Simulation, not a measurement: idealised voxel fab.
Presented below is a process module, voxel self aligned contacts.
Each square cell in cross-section cut measures 5 nm, and the section as a whole is 205 nm wide.
How to read a cross-section here: the picture is a grid of square cells, written as bands going from the top down, and any band can span one or more rows of cells. This entry defines a band. It first specifies the height of the band's top and the height of its bottom in nm, and then specifies the band's materials from left to right, stating each material with its width in nm. The word "full width" identifies a single material that fills the band from edge to edge, while the word "air" identifies empty space. Heights are measured from 0, the level below which the as-received wafer is all one material; the lowest band has no bottom and continues downward, written as in "0 and below". A width given as "30->40" starts at the first number in the band's top row and ends at the second number in its bottom row, shifting by an equal amount at every step from row to row. The cross-section has no changed cell in any step marked "remains unaltered". Basically, "Fully enclosed voids" tells you about the enclosed voids: empty spaces with no open way to the top, 8 cells or bigger, each written width x height at distance, where distance is from the left edge, all in nm. Step line, after settings: the simulator's comment on this step. "overlay nm", when on a step's line for a step with a mask, measures how far to the right of its planned place the mask lay; a negative measure means to the left.
## Here's what the planned process steps look like
- 1: RECEIVE with material Si
- 2: CONFORMAL_DEP with material SiO2, thk nm 5
- 3: DIRECTIONAL_DEP with material polySi, thk nm 30
- 4: DIRECTIONAL_DEP with material SiN, thk nm 20
- 5: PATTERN with tone cover, mask id GATE, material resist, width nm 30, pitch nm 60, thk nm 20, overlay nm 0
- 6: DIRECTIONAL_ETCH with etch materials SiN, depth nm 20
- 7: DIRECTIONAL_ETCH with etch materials polySi, depth nm 30
- 8: STRIP with etch materials resist
- 9: CONFORMAL_DEP with material SiN, thk nm 5
- 10: DIRECTIONAL_ETCH with etch materials SiN, depth nm 5
- 11: FILL_DEP with material SiO2, thk nm 15
- 12: CMP with height nm 60
- 13: PATTERN with tone open, mask id CONTACT, material resist, width nm 40, thk nm 15, overlay nm 0
- 14: DIRECTIONAL_ETCH with etch materials SiO2, depth nm 60
- 15: STRIP with etch materials resist
- 16: CONFORMAL_DEP with material TiN, thk nm 5
- 17: FILL_DEP with material W, thk nm 10
- 18: CMP with height nm 60
- 19: CONFORMAL_DEP with material SiN, thk nm 5
## Incoming wafer, cross-sectional view, post step 1
* 0 and below  Si full width
* Fully enclosed voids: none
## Result of the module, cross-sectioned: start per above, plan per above, one error in how it was run
* 65 down to 60  SiN full width
* 60 down to 55  80 SiO2; 15 TiN; 10 W; 15 TiN; 85 SiO2
* 55 down to 35  50 SiO2; 40 SiN; 5 TiN; 10 W; 5 TiN; 40 SiN; 55 SiO2
* 35 down to 5  90 SiO2; 5 TiN; 10 W; 5 TiN; 95 SiO2
* 5 down to 0  90 SiO2; 20 TiN; 95 SiO2
* 0 and below  Si full width
* Fully enclosed voids: none
Plan not followed: step 3 did not use the planned setting and instead ran as DIRECTIONAL_DEP with material SiO2, thk nm 30
